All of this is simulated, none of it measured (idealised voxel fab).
Process module under the name voxel gate over fins
The cross-section on display is named cut; it measures 290 nm wide, and its cells are 5 nm squares.
Square cells in a grid make up a cross-section in this document, and the grid is given as bands, listed from the top down, each one or more rows of cells. Band entry format. Leading values: height of top, height of bottom, nm. Remainder: materials in left-to-right order, each with its width in nm. Special words: "full width" on a single material, which then fills the band edge to edge; "air", empty space. It should be noted that heights are counted from 0, beneath which the wafer as supplied is of one material throughout, and that the lowest band possesses no lower boundary but continues downward, as written in "0 nm and below". Think of "30 to 40" as a width that walks from the first number to the second as you go down the band, top row to bottom row, taking equal-sized steps from row to row. "remained the same", as given for a step, is the statement that not any cell of the cross-section underwent a change during that step. What "Enclosed void list" gives you is every empty space of 8 cells or more that is cut off from the top. Each appears as width x height at distance, with the distance taken from the left edge and width, height and distance all in nm. Step line, after settings: the simulator's comment on this step. When a step includes a mask, the "overlay nm" setting on its line states how far to the right of its planned place that mask lay, and negative values state how far to the left.
Intended process steps
step 1: RECEIVE | material Si
step 2: CONFORMAL_DEP | material SiN | thk nm 5
step 3: MASKED_ETCH | tone cover | mask id FINS | width nm 15 | pitch nm 40 | etch materials SiN | depth nm 5 | overlay nm 0
step 4: MASKED_ETCH | tone cover | mask id FINS | width nm 15 | pitch nm 40 | etch materials Si | depth nm 30 | overlay nm 0
step 5: FILL_DEP | material SiO2 | thk nm 10
step 6: CMP | height nm 5
step 7: SELECTIVE_ETCH | etch materials SiO2 | depth nm 15
step 8: STRIP | etch materials SiN
step 9: CONFORMAL_DEP | material HfO2 | thk nm 5
step 10: CONFORMAL_DEP | material TiN | thk nm 5
step 11: CONFORMAL_DEP | material TiAl | thk nm 5
step 12: CONFORMAL_DEP | material TiN | thk nm 5
step 13: FILL_DEP | material W | thk nm 10
step 14: CMP | height nm 25
step 15: CONFORMAL_DEP | material SiCN | thk nm 10
All wafers enter the flow in the same state. The width nm at step 3 differs from wafer to wafer, and the plan gives the value for the first wafer.
As-received state after step 1, first of several wafers, cross-section
- 0 nm and below  Si full width
- Enclosed void list: none
Where each wafer stands at the end of the module, a row apiece: cells of each material gained (+) or lost (-) since it was received, then closed voids
width nm 15 | +66 HfO2 | -312 Si | +116 SiCN | +208 SiO2 | +64 TiAl | +128 TiN | +136 W | Enclosed void list: none
width nm 20 | +66 HfO2 | -300 Si | +116 SiCN | +200 SiO2 | +62 TiAl | +128 TiN | +134 W | Enclosed void list: none
width nm 25 | +66 HfO2 | -288 Si | +116 SiCN | +192 SiO2 | +62 TiAl | +126 TiN | +132 W | Enclosed void list: none
